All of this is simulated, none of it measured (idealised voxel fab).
process module | voxel released beams
cross-section cut | 300 nm wide | cells 5 nm
A cross-section is a grid of square cells, given in bands from the top down. A band is one or more rows of cells.
Each band's line starts with the height of the band's top and of its bottom, in nm. Then come its materials from left to right, each with its width in nm. One material with "throughout" fills the band from edge to edge. "air" is empty space.
Height 0 is the level under which the wafer as received is all one material. The lowest band goes on downwards, as in "0 down".
A width such as "30 to 40" changes by the same amount from each row of cells to the next, from the band's top row to its bottom row.
"no change" after a step means that no cell of the cross-section changed.
closed voids: empty space of 8 cells or more with no open way to the top, each as width x height at its distance from the left edge, in nm
after a step's settings: what the simulator itself notes on the step
overlay nm, on a step with a mask: how far to the right of its planned place the mask lay; to the left if negative
plan
1 op RECEIVE | material Si
2 op CONFORMAL_DEP | material SiN | thk nm 10
3 op DIRECTIONAL_DEP | material SiO2 | thk nm 20
4 op MASKED_ETCH | tone open | mask id ANCHOR | width nm 40 | etch materials SiO2 | depth nm 20 | overlay nm 0
5 op CONFORMAL_DEP | material W | thk nm 15
6 op DIRECTIONAL_DEP | material aC | thk nm 15
7 op PATTERN | tone cover | mask id BEAM | material resist | width nm 100 | thk nm 30 | overlay nm 0
8 op DIRECTIONAL_ETCH | etch materials aC | depth nm 15
9 op STRIP | etch materials resist
10 op DIRECTIONAL_ETCH | etch materials W | depth nm 15
11 op STRIP | etch materials aC
12 op STRIP | etch materials SiO2
as received, after step 1
  0 down: Si throughout
  closed voids: none
first wafer at the end, as planned
  45 to 30: air 95 | W 20 | air 10 | W 70 | air 105
  30 to 25: air 100 | W 15 | air 10 | W 15 | air 160
  25 to 10: air 100 | W 40 | air 160
  10 to 0: SiN throughout
  0 down: Si throughout
  closed voids: none
second wafer at the end: like start, like plan, one mistake
  50 to 35: air 95 | W 20 | air 10 | W 70 | air 105
  35 to 30: air 100 | W 15 | air 10 | W 15 | air 160
  30 to 15: air 100 | W 40 | air 160
  15 to 0: SiN throughout
  0 down: Si throughout
  closed voids: none
what went wrong: step 2 ran as: op CONFORMAL_DEP | material SiN | thk nm 15
at the end the second wafer has, in cells: 60 more of SiN
